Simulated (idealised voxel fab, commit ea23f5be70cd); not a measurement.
Presented below is a process module, voxel ribs on slabs.
Cross-section cut spans 300 nm and uses square cells 5 nm in size.
The cross-sections in this document take the form of a grid made of square cells. They are written out as bands, in order from top to bottom. Each band consists of one or more rows of cells.
Read a band's entry like this: the first values are the height of its top and the height of its bottom in nm, and what follows is the sequence of materials from left to right, each with its width in nm. Note that "air" is empty space, and that a single material marked "edge to edge" reaches across the band from edge to edge.
We count height from 0. Below that, the starting wafer is all one material. The lowest band never ends at the bottom but goes on down; see "0 and below" for how that is written.
Quick explanation for "30->40": the width changes in equal steps down the rows of cells, from the first number in the band's top row to the second number in its bottom row.
For the purposes of this document, the phrase "identical to before" attached to a step denotes that no cell within the cross-section was modified by that step.
This entry, "Cavities, closed", enumerates those empty regions of no fewer than 8 cells that possess no open connection to the top. Each region is reported in the form width x height at distance, the distance being taken from the left edge, with all three quantities expressed in nm.
On each step's line, the part that comes after the settings is the simulator's own comment on the step.
You can add "overlay nm" to a step's line. For a step with a mask, it describes how far the mask lay to the right of its planned position, and a negative number describes a lay to the left.

The following list gives the planned process steps
1) RECEIVE | material Si
2) DIRECTIONAL_DEP | material SiO2 | thk nm 20
3) DIRECTIONAL_DEP | material SiN | thk nm 25
4) DIRECTIONAL_DEP | material aC | thk nm 15
5) PATTERN | tone cover | mask id RIB | material resist | width nm 15 | thk nm 30 | overlay nm 0
6) DIRECTIONAL_ETCH | etch materials aC | depth nm 15
7) STRIP | etch materials resist
8) DIRECTIONAL_ETCH | etch materials SiN | depth nm 10
9) STRIP | etch materials aC
10) DIRECTIONAL_DEP | material aC | thk nm 10
11) PATTERN | tone cover | mask id SLAB | material resist | width nm 55 | thk nm 30 | overlay nm 0
12) DIRECTIONAL_ETCH | etch materials aC | depth nm 10
13) STRIP | etch materials resist
14) DIRECTIONAL_ETCH | etch materials SiN | depth nm 15
15) STRIP | etch materials aC
16) FILL_DEP | material SiO2 | thk nm 20
17) CMP | height nm 55
18) DIRECTIONAL_DEP | material W | thk nm 5
19) DIRECTIONAL_DEP | material aC | thk nm 10
20) PATTERN | tone cover | mask id HEATER | material resist | width nm 25 | thk nm 30 | overlay nm 0
21) DIRECTIONAL_ETCH | etch materials aC | depth nm 10
22) STRIP | etch materials resist
23) DIRECTIONAL_ETCH | etch materials W | depth nm 5
24) STRIP | etch materials aC
25) CONFORMAL_DEP | material SiO2 | thk nm 10

First of two wafers, with the run carried out as planned

Wafer cross-section on receipt, i.e. after step 1
0 and below | Si edge to edge
Cavities, closed: none

So this is the wafer cross-section right after step 2
20 down to 0 | SiO2 edge to edge
Lower than 0, everything is as it was.

So this is the wafer cross-section right after step 3
45 down to 20 | SiN edge to edge
Lower than 20, everything is as it was.

So this is the wafer cross-section right after step 4
60 down to 45 | aC edge to edge
Lower than 45, everything is as it was.

So this is the wafer cross-section right after step 5
90 down to 60 | 140 nm air, then 15 nm resist, then 145 nm air
Lower than 60, everything is as it was.

So this is the wafer cross-section right after step 6
75 down to 60 | 140 nm air, then 15 nm resist, then 145 nm air
60 down to 45 | 140 nm air, then 15 nm aC, then 145 nm air
Lower than 45, everything is as it was.

So this is the wafer cross-section right after step 7
60 down to 45 | 140 nm air, then 15 nm aC, then 145 nm air
Lower than 45, everything is as it was.

So this is the wafer cross-section right after step 8
60 down to 45 | 140 nm air, then 15 nm aC, then 145 nm air
45 down to 35 | 140 nm air, then 15 nm SiN, then 145 nm air
Lower than 35, everything is as it was.

So this is the wafer cross-section right after step 9
45 down to 35 | 140 nm air, then 15 nm SiN, then 145 nm air
Lower than 35, everything is as it was.

So this is the wafer cross-section right after step 10
55 down to 45 | 140 nm air, then 15 nm aC, then 145 nm air
45 down to 35 | 140 nm aC, then 15 nm SiN, then 145 nm aC
Lower than 35, everything is as it was.

So this is the wafer cross-section right after step 11
85 down to 55 | 120 nm air, then 55 nm resist, then 125 nm air
55 down to 45 | 120 nm air, then 20 nm resist, then 15 nm aC, then 20 nm resist, then 125 nm air
Lower than 45, everything is as it was.

So this is the wafer cross-section right after step 12
75 down to 55 | 120 nm air, then 55 nm resist, then 125 nm air
55 down to 45 | 120 nm air, then 20 nm resist, then 15 nm aC, then 20 nm resist, then 125 nm air
45 down to 35 | 120 nm air, then 20 nm aC, then 15 nm SiN, then 20 nm aC, then 125 nm air
Lower than 35, everything is as it was.

So this is the wafer cross-section right after step 13
55 down to 45 | 140 nm air, then 15 nm aC, then 145 nm air
Lower than 45, everything is as it was.

So this is the wafer cross-section right after step 14
55 down to 45 | 140 nm air, then 15 nm aC, then 145 nm air
45 down to 35 | 120 nm air, then 20 nm aC, then 15 nm SiN, then 20 nm aC, then 125 nm air
35 down to 20 | 120 nm air, then 55 nm SiN, then 125 nm air
Lower than 20, everything is as it was.

So this is the wafer cross-section right after step 15
45 down to 35 | 140 nm air, then 15 nm SiN, then 145 nm air
Lower than 35, everything is as it was.

So this is the wafer cross-section right after step 16
65 down to 45 | SiO2 edge to edge
45 down to 35 | 140 nm SiO2, then 15 nm SiN, then 145 nm SiO2
35 down to 20 | 120 nm SiO2, then 55 nm SiN, then 125 nm SiO2
Lower than 20, everything is as it was.

So this is the wafer cross-section right after step 17
55 down to 45 | SiO2 edge to edge
Lower than 45, everything is as it was.

So this is the wafer cross-section right after step 18
60 down to 55 | W edge to edge
Lower than 55, everything is as it was.

So this is the wafer cross-section right after step 19
70 down to 60 | aC edge to edge
Lower than 60, everything is as it was.

So this is the wafer cross-section right after step 20
100 down to 70 | 135 nm air, then 25 nm resist, then 140 nm air
Lower than 70, everything is as it was.

So this is the wafer cross-section right after step 21
90 down to 70 | 135 nm air, then 25 nm resist, then 140 nm air
70 down to 60 | 135 nm air, then 25 nm aC, then 140 nm air
Lower than 60, everything is as it was.

So this is the wafer cross-section right after step 22
70 down to 60 | 135 nm air, then 25 nm aC, then 140 nm air
Lower than 60, everything is as it was.

So this is the wafer cross-section right after step 23
70 down to 60 | 135 nm air, then 25 nm aC, then 140 nm air
60 down to 55 | 135 nm air, then 25 nm W, then 140 nm air
Lower than 55, everything is as it was.

So this is the wafer cross-section right after step 24
60 down to 55 | 135 nm air, then 25 nm W, then 140 nm air
Lower than 55, everything is as it was.

So this is the wafer cross-section right after step 25
70 down to 65 | 125 nm air, then 45 nm SiO2, then 130 nm air
65 down to 60 | SiO2 edge to edge
60 down to 55 | 135 nm SiO2, then 25 nm W, then 140 nm SiO2
Lower than 55, everything is as it was.

Notes, second wafer: start = first wafer's, plan = first wafer's, execution had one mistake; history identical to first through step 1

Cross-section: second wafer, time at which step 2 was scheduled to end
25 down to 0 | SiN edge to edge
Lower than 0, everything is as it was.

Cross-section: second wafer, time at which step 3 was scheduled to end
45 down to 25 | SiO2 edge to edge
Lower than 25, everything is as it was.

Cross-section: second wafer, time at which step 4 was scheduled to end
60 down to 45 | aC edge to edge
Lower than 45, everything is as it was.

Cross-section: second wafer, time at which step 5 was scheduled to end
90 down to 60 | 140 nm air, then 15 nm resist, then 145 nm air
Lower than 60, everything is as it was.

Cross-section: second wafer, time at which step 6 was scheduled to end
75 down to 60 | 140 nm air, then 15 nm resist, then 145 nm air
60 down to 45 | 140 nm air, then 15 nm aC, then 145 nm air
Lower than 45, everything is as it was.

Cross-section: second wafer, time at which step 7 was scheduled to end
60 down to 45 | 140 nm air, then 15 nm aC, then 145 nm air
Lower than 45, everything is as it was.

Cross-section: second wafer, time at which step 8 was scheduled to end: identical to before

Cross-section: second wafer, time at which step 9 was scheduled to end
45 down to 25 | SiO2 edge to edge
Lower than 25, everything is as it was.

Cross-section: second wafer, time at which step 10 was scheduled to end
55 down to 45 | aC edge to edge
Lower than 45, everything is as it was.

Cross-section: second wafer, time at which step 11 was scheduled to end
85 down to 55 | 120 nm air, then 55 nm resist, then 125 nm air
Lower than 55, everything is as it was.

Cross-section: second wafer, time at which step 12 was scheduled to end
75 down to 55 | 120 nm air, then 55 nm resist, then 125 nm air
55 down to 45 | 120 nm air, then 55 nm aC, then 125 nm air
Lower than 45, everything is as it was.

Cross-section: second wafer, time at which step 13 was scheduled to end
55 down to 45 | 120 nm air, then 55 nm aC, then 125 nm air
Lower than 45, everything is as it was.

Cross-section: second wafer, time at which step 14 was scheduled to end: identical to before

Cross-section: second wafer, time at which step 15 was scheduled to end
45 down to 25 | SiO2 edge to edge
Lower than 25, everything is as it was.

Cross-section: second wafer, time at which step 16 was scheduled to end
65 down to 25 | SiO2 edge to edge
Lower than 25, everything is as it was.

Cross-section: second wafer, time at which step 17 was scheduled to end
55 down to 25 | SiO2 edge to edge
Lower than 25, everything is as it was.

Cross-section: second wafer, time at which step 18 was scheduled to end
60 down to 55 | W edge to edge
Lower than 55, everything is as it was.

Cross-section: second wafer, time at which step 19 was scheduled to end
70 down to 60 | aC edge to edge
Lower than 60, everything is as it was.

Cross-section: second wafer, time at which step 20 was scheduled to end
100 down to 70 | 135 nm air, then 25 nm resist, then 140 nm air
Lower than 70, everything is as it was.

Cross-section: second wafer, time at which step 21 was scheduled to end
90 down to 70 | 135 nm air, then 25 nm resist, then 140 nm air
70 down to 60 | 135 nm air, then 25 nm aC, then 140 nm air
Lower than 60, everything is as it was.

Cross-section: second wafer, time at which step 22 was scheduled to end
70 down to 60 | 135 nm air, then 25 nm aC, then 140 nm air
Lower than 60, everything is as it was.

Cross-section: second wafer, time at which step 23 was scheduled to end
70 down to 60 | 135 nm air, then 25 nm aC, then 140 nm air
60 down to 55 | 135 nm air, then 25 nm W, then 140 nm air
Lower than 55, everything is as it was.

Cross-section: second wafer, time at which step 24 was scheduled to end
60 down to 55 | 135 nm air, then 25 nm W, then 140 nm air
Lower than 55, everything is as it was.

Cross-section: second wafer, time at which step 25 was scheduled to end
70 down to 65 | 125 nm air, then 45 nm SiO2, then 130 nm air
65 down to 60 | SiO2 edge to edge
60 down to 55 | 135 nm SiO2, then 25 nm W, then 140 nm SiO2
Lower than 55, everything is as it was.
Deviation from plan: steps 2 and 3 swapped
The second wafer ends with more or fewer cells of some materials than the first, per final count: SiN +261 | SiO2 -261
